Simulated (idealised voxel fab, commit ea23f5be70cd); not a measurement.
The name of this process module is voxel spacer lines.
Pictured: cross-section cut, 280 nm wide, on a grid of 5 nm square cells.
We lay out every cross-section as a grid of square cells and spell it out in bands from the top down, where one band means one or more rows of cells. The entry gives the band's vertical extent as a top height and a bottom height in nm, then its horizontal make-up as materials from left to right, each with a width in nm. "air" stands for empty space; a single material marked "throughout" fills the band edge to edge. Ref level 0: as-received wafer is one material below here. Bottom band extends down with no lower bound ("z 0 and below"). Think of "30->40" as a width that walks from the first number to the second as you go down the band, top row to bottom row, taking equal-sized steps from row to row. Step marked "same as before"? Then no cell in the cross-section changed in it. If an empty space has no open way to the top and is at least 8 cells in size, "Trapped cavities" lists it, written width x height at distance, where distance is measured from the left edge and every value is in nm. The remark found on a step's line after its settings is issued by the simulator itself and pertains to that step. A step line may carry the setting "overlay nm", which, for steps involving a mask, states the distance by which the mask lay to the right of its intended position; negative values denote displacement to the left.
## List of planned process steps
step 1: RECEIVE (material Si)
step 2: CONFORMAL_DEP (material Al2O3; thk nm 10)
step 3: DIRECTIONAL_DEP (material polySi; thk nm 15)
step 4: DIRECTIONAL_DEP (material aC; thk nm 20)
step 5: PATTERN (tone cover; mask id MANDREL; material resist; width nm 20; pitch nm 60; thk nm 30; overlay nm 0)
step 6: DIRECTIONAL_ETCH (etch materials aC; depth nm 20)
step 7: STRIP (etch materials resist)
step 8: CONFORMAL_DEP (material SiO2; thk nm 10)
step 9: DIRECTIONAL_ETCH (etch materials SiO2; depth nm 10)
step 10: STRIP (etch materials aC)
step 11: DIRECTIONAL_ETCH (etch materials polySi; depth nm 15)
step 12: STRIP (etch materials SiO2)
## The first of the two wafers, which ran as planned
## So this is the incoming wafer in cross-section - it's already been through step 1
- z 0 and below = Si throughout
- Trapped cavities: none
## Cross-sectional representation of the wafer at the conclusion of step 2
- z 10 to 0 = Al2O3 throughout
- Rest of section, below 0: as before.
## Cross-sectional representation of the wafer at the conclusion of step 3
- z 25 to 10 = polySi throughout
- Rest of section, below 10: as before.
## Cross-sectional representation of the wafer at the conclusion of step 4
- z 45 to 25 = aC throughout
- Rest of section, below 25: as before.
## Cross-sectional representation of the wafer at the conclusion of step 5
- z 75 to 45 = air 100 nm, resist 20 nm, air 40 nm, resist 20 nm, air 100 nm
- Rest of section, below 45: as before.
## Cross-sectional representation of the wafer at the conclusion of step 6
- z 55 to 45 = air 100 nm, resist 20 nm, air 40 nm, resist 20 nm, air 100 nm
- z 45 to 25 = air 100 nm, aC 20 nm, air 40 nm, aC 20 nm, air 100 nm
- Rest of section, below 25: as before.
## Cross-sectional representation of the wafer at the conclusion of step 7
- z 45 to 25 = air 100 nm, aC 20 nm, air 40 nm, aC 20 nm, air 100 nm
- Rest of section, below 25: as before.
## Cross-sectional representation of the wafer at the conclusion of step 8
- z 55 to 45 = air 90 nm, SiO2 40 nm, air 20 nm, SiO2 40 nm, air 90 nm
- z 45 to 35 = air 90 nm, SiO2 10 nm, aC 20 nm, SiO2 10 nm, air 20 nm, SiO2 10 nm, aC 20 nm, SiO2 10 nm, air 90 nm
- z 35 to 25 = SiO2 100 nm, aC 20 nm, SiO2 40 nm, aC 20 nm, SiO2 100 nm
- Rest of section, below 25: as before.
## Cross-sectional representation of the wafer at the conclusion of step 9
- z 45 to 25 = air 90 nm, SiO2 10 nm, aC 20 nm, SiO2 10 nm, air 20 nm, SiO2 10 nm, aC 20 nm, SiO2 10 nm, air 90 nm
- Rest of section, below 25: as before.
## Cross-sectional representation of the wafer at the conclusion of step 10
- z 45 to 25 = air 90 nm, SiO2 10 nm, air 20 nm, SiO2 10 nm, air 20 nm, SiO2 10 nm, air 20 nm, SiO2 10 nm, air 90 nm
- Rest of section, below 25: as before.
## Cross-sectional representation of the wafer at the conclusion of step 11
- z 45 to 25 = air 90 nm, SiO2 10 nm, air 20 nm, SiO2 10 nm, air 20 nm, SiO2 10 nm, air 20 nm, SiO2 10 nm, air 90 nm
- z 25 to 10 = air 90 nm, polySi 10 nm, air 20 nm, polySi 10 nm, air 20 nm, polySi 10 nm, air 20 nm, polySi 10 nm, air 90 nm
- Rest of section, below 10: as before.
## Cross-sectional representation of the wafer at the conclusion of step 12
- z 25 to 10 = air 90 nm, polySi 10 nm, air 20 nm, polySi 10 nm, air 20 nm, polySi 10 nm, air 20 nm, polySi 10 nm, air 90 nm
- Rest of section, below 10: as before.
## What follows concerns the second wafer, which started out like the first and was meant to follow the very same plan; one mistake crept in when it was run, but everything up to and including step 2 is the same as for the first wafer
## Second wafer: cross-section at the scheduled end of step 3
- z 40 to 10 = polySi throughout
- Rest of section, below 10: as before.
## Second wafer: cross-section at the scheduled end of step 4
- z 60 to 40 = aC throughout
- Rest of section, below 40: as before.
## Second wafer: cross-section at the scheduled end of step 5
- z 90 to 60 = air 100 nm, resist 20 nm, air 40 nm, resist 20 nm, air 100 nm
- Rest of section, below 60: as before.
## Second wafer: cross-section at the scheduled end of step 6
- z 70 to 60 = air 100 nm, resist 20 nm, air 40 nm, resist 20 nm, air 100 nm
- z 60 to 40 = air 100 nm, aC 20 nm, air 40 nm, aC 20 nm, air 100 nm
- Rest of section, below 40: as before.
## Second wafer: cross-section at the scheduled end of step 7
- z 60 to 40 = air 100 nm, aC 20 nm, air 40 nm, aC 20 nm, air 100 nm
- Rest of section, below 40: as before.
## Second wafer: cross-section at the scheduled end of step 8
- z 70 to 60 = air 90 nm, SiO2 40 nm, air 20 nm, SiO2 40 nm, air 90 nm
- z 60 to 50 = air 90 nm, SiO2 10 nm, aC 20 nm, SiO2 10 nm, air 20 nm, SiO2 10 nm, aC 20 nm, SiO2 10 nm, air 90 nm
- z 50 to 40 = SiO2 100 nm, aC 20 nm, SiO2 40 nm, aC 20 nm, SiO2 100 nm
- Rest of section, below 40: as before.
## Second wafer: cross-section at the scheduled end of step 9
- z 60 to 40 = air 90 nm, SiO2 10 nm, aC 20 nm, SiO2 10 nm, air 20 nm, SiO2 10 nm, aC 20 nm, SiO2 10 nm, air 90 nm
- Rest of section, below 40: as before.
## Second wafer: cross-section at the scheduled end of step 10
- z 60 to 40 = air 90 nm, SiO2 10 nm, air 20 nm, SiO2 10 nm, air 20 nm, SiO2 10 nm, air 20 nm, SiO2 10 nm, air 90 nm
- Rest of section, below 40: as before.
## Second wafer: cross-section at the scheduled end of step 11
- z 60 to 40 = air 90 nm, SiO2 10 nm, air 20 nm, SiO2 10 nm, air 20 nm, SiO2 10 nm, air 20 nm, SiO2 10 nm, air 90 nm
- z 40 to 25 = air 90 nm, polySi 10 nm, air 20 nm, polySi 10 nm, air 20 nm, polySi 10 nm, air 20 nm, polySi 10 nm, air 90 nm
- Rest of section, below 25: as before.
## Second wafer: cross-section at the scheduled end of step 12
- z 40 to 25 = air 90 nm, polySi 10 nm, air 20 nm, polySi 10 nm, air 20 nm, polySi 10 nm, air 20 nm, polySi 10 nm, air 90 nm
- Rest of section, below 25: as before.
The mistake made against the process plan was this: plan step 3 was conducted twice
End check, counted in cells, second wafer has more or fewer of these materials than the first: polySi +168
